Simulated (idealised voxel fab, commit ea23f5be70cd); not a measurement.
This is a process module. Its name is voxel self aligned contacts.
In the cross-section labelled cut, the width is 255 nm and each square cell is 5 nm.
If you're reading a cross-section in this doc, picture square cells in a grid; it comes to you as bands, top ones listed first down to the bottom, and a band can be one or more rows of cells.
A band entry consists of two parts. The first gives the height of the band's top and the height of its bottom, in nm. The rest lists the band's materials from left to right, each with its width in nm. A single material labelled with the word "all across" fills the band from edge to edge, and the word "air" marks empty space.
The level at which height equals 0 is the one under which the wafer, as it arrives, is entirely one material. No lower edge exists for the bottom band, which continues downward and is notated as in "0 -> down".
It should be noted that a width expressed as "30..40" varies in equal increments from row to row of cells within the band, taking the value of the first number at the top row and that of the second number at the bottom row.
"nothing changed", as given for a step, is the statement that not any cell of the cross-section underwent a change during that step.
"Sealed cavities": sealed empty spaces, 8 cells or more, no open way to top, listed width x height at distance, with distance from the left edge and width, height and distance in nm.
Whatever follows a step's settings on its line is a remark the simulator itself makes about that step.
Among the settings permitted on a step's line is "overlay nm"; applied to a step with a mask, it specifies the extent to which the mask lay to the right of its planned position, whereas a negative figure signifies a position to the left.

### Intended process steps
1,RECEIVE | material Si
2,CONFORMAL_DEP | material SiO2 | thk nm 5
3,DIRECTIONAL_DEP | material polySi | thk nm 25
4,DIRECTIONAL_DEP | material SiN | thk nm 25
5,MASKED_ETCH | tone cover | mask id GATE | width nm 30 | pitch nm 70 | etch materials SiN | depth nm 15 | overlay nm 0
6,MASKED_ETCH | tone cover | mask id GATE | width nm 30 | pitch nm 70 | etch materials polySi | depth nm 25 | overlay nm 0
7,CONFORMAL_DEP | material SiN | thk nm 10
8,DIRECTIONAL_ETCH | etch materials SiN | depth nm 10
9,FILL_DEP | material SiO2 | thk nm 10
10,CMP | height nm 60
11,DIRECTIONAL_DEP | material aC | thk nm 15
12,PATTERN | tone open | mask id CONTACT | material resist | width nm 50 | thk nm 30 | overlay nm 0
13,DIRECTIONAL_ETCH | etch materials aC | depth nm 15
14,STRIP | etch materials resist
15,DIRECTIONAL_ETCH | etch materials SiO2 | depth nm 60
16,STRIP | etch materials aC
17,CONFORMAL_DEP | material TiN | thk nm 5
18,FILL_DEP | material Ru | thk nm 5
19,CMP | height nm 60
20,CONFORMAL_DEP | material SiCN | thk nm 5
The value of depth nm given for step 5 in the plan refers to the first wafer; the wafers vary in this setting and are alike at the start.

### Step 1 complete: as-received cross-section of the first of several wafers
0 -> down: Si all across
Sealed cavities: none

### Module end state after final step 20: cross-section of the first of several wafers
65 -> 60: SiCN all across
60 -> 55: 100 nm SiO2, then 20 nm TiN, then 10 nm Ru, then 20 nm TiN, then 105 nm SiO2
55 -> 45: 65 nm SiO2, then 50 nm SiN, then 5 nm TiN, then 10 nm Ru, then 5 nm TiN, then 50 nm SiN, then 70 nm SiO2
45 -> 40: 65 nm SiO2, then 50 nm SiN, then 20 nm TiN, then 50 nm SiN, then 70 nm SiO2
40 -> 30: SiN all across
30 -> 5: polySi all across
5 -> 0: SiO2 all across
0 -> down: Si all across
Sealed cavities: none

### Last wafer, end of module, cross-section
65 -> 60: SiCN all across
60 -> 55: 100 nm SiO2, then 20 nm TiN, then 10 nm Ru, then 20 nm TiN, then 105 nm SiO2
55 -> 30: 65 nm SiO2, then 50 nm SiN, then 5 nm TiN, then 10 nm Ru, then 5 nm TiN, then 50 nm SiN, then 70 nm SiO2
30 -> 5: 65 nm SiO2, then 10 nm SiN, then 30 nm polySi, then 10 nm SiN, then 5 nm TiN, then 10 nm Ru, then 5 nm TiN, then 10 nm SiN, then 30 nm polySi, then 10 nm SiN, then 70 nm SiO2
5 -> 0: 115 nm SiO2, then 20 nm TiN, then 120 nm SiO2
0 -> down: Si all across
Sealed cavities: none

### Rows = wafers. At module end, each row lists per material the cells gained (+) or lost (-) since the wafer was received, then the closed voids
depth nm 15 | +6 Ru | +51 SiCN | +162 SiN | +173 SiO2 | +16 TiN | +255 polySi | Sealed cavities: none
depth nm 20 | +8 Ru | +51 SiCN | +131 SiN | +200 SiO2 | +18 TiN | +255 polySi | Sealed cavities: none
depth nm 25 | +22 Ru | +51 SiCN | +140 SiN | +358 SiO2 | +32 TiN | +60 polySi | Sealed cavities: none
depth nm 30 | +22 Ru | +51 SiCN | +140 SiN | +358 SiO2 | +32 TiN | +60 polySi | Sealed cavities: none
depth nm 35 | +22 Ru | +51 SiCN | +140 SiN | +358 SiO2 | +32 TiN | +60 polySi | Sealed cavities: none
depth nm 40 | +22 Ru | +51 SiCN | +140 SiN | +358 SiO2 | +32 TiN | +60 polySi | Sealed cavities: none
